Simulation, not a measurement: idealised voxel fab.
process module | voxel local oxidation
cross-section cut | 260 nm wide | cells 5 nm
A cross-section is a grid of square cells, given in bands from the top down. A band is one or more rows of cells.
Each band's line starts with the height of the band's top and of its bottom, in nm. Then come its materials from left to right, each with its width in nm. One material with "throughout" fills the band from edge to edge. "air" is empty space.
Height 0 is the level under which the wafer as received is all one material. The lowest band goes on downwards, as in "0 down".
A width such as "30 to 40" changes by the same amount from each row of cells to the next, from the band's top row to its bottom row.
"no change" after a step means that no cell of the cross-section changed.
closed voids: empty space of 8 cells or more with no open way to the top, each as width x height at its distance from the left edge, in nm
after a step's settings: what the simulator itself notes on the step
overlay nm, on a step with a mask: how far to the right of its planned place the mask lay; to the left if negative
plan
1 op RECEIVE | material Si
2 op CONFORMAL_DEP | material SiO2 | thk nm 5
3 op CONFORMAL_DEP | material SiN | thk nm 10
4 op PATTERN | tone cover | mask id ACTIVE | material resist | width nm 105 | pitch nm 125 | thk nm 20 | overlay nm 0
5 op DIRECTIONAL_ETCH | etch materials SiN | depth nm 10
6 op STRIP | etch materials resist
7 op SELECTIVE_ETCH | etch materials SiO2 | depth nm 5
8 op OXIDIZE | depth nm 15
9 op STRIP | etch materials SiN
first wafer, as planned
as received, after step 1
  0 down: Si throughout
  closed voids: none
after step 2
  5 to 0: SiO2 throughout
  below 0: unchanged
after step 3
  15 to 5: SiN throughout
  below 5: unchanged
after step 4
  35 to 15: air 15 | resist 105 | air 20 | resist 105 | air 15
  below 15: unchanged
after step 5
  35 to 15: air 15 | resist 105 | air 20 | resist 105 | air 15
  15 to 5: air 15 | SiN 105 | air 20 | SiN 105 | air 15
  below 5: unchanged
after step 6
  15 to 5: air 15 | SiN 105 | air 20 | SiN 105 | air 15
  below 5: unchanged
after step 7
  15 to 5: air 15 | SiN 105 | air 20 | SiN 105 | air 15
  5 to 0: air 20 | SiO2 95 | air 30 | SiO2 95 | air 20
  below 0: unchanged
after step 8
  15 to 5: air 15 | SiN 105 | air 20 | SiN 105 | air 15
  5 to 0: air 20 | SiO2 95 | air 30 | SiO2 95 | air 20
  0 to -15: SiO2 35 | Si 65 | SiO2 60 | Si 65 | SiO2 35
  below -15: unchanged
after step 9
  5 to 0: air 20 | SiO2 95 | air 30 | SiO2 95 | air 20
  below 0: unchanged
second wafer: like start, like plan, one mistake. Through step 6 it matches the first wafer
when step 7 should have ended
  15 to 5: air 15 | SiN 105 | air 20 | SiN 105 | air 15
  5 to 0: air 30 | SiO2 75 | air 50 | SiO2 75 | air 30
  below 0: unchanged
when step 8 should have ended
  15 to 5: air 15 | SiN 105 | air 20 | SiN 105 | air 15
  5 to 0: air 30 | SiO2 75 | air 50 | SiO2 75 | air 30
  0 to -15: SiO2 45 | Si 45 | SiO2 80 | Si 45 | SiO2 45
  below -15: unchanged
when step 9 should have ended
  5 to 0: air 30 | SiO2 75 | air 50 | SiO2 75 | air 30
  below 0: unchanged
what went wrong: step 7 ran as: op SELECTIVE_ETCH | etch materials SiO2 | depth nm 15
at the end the second wafer has, in cells: 24 fewer of Si | 16 more of SiO2
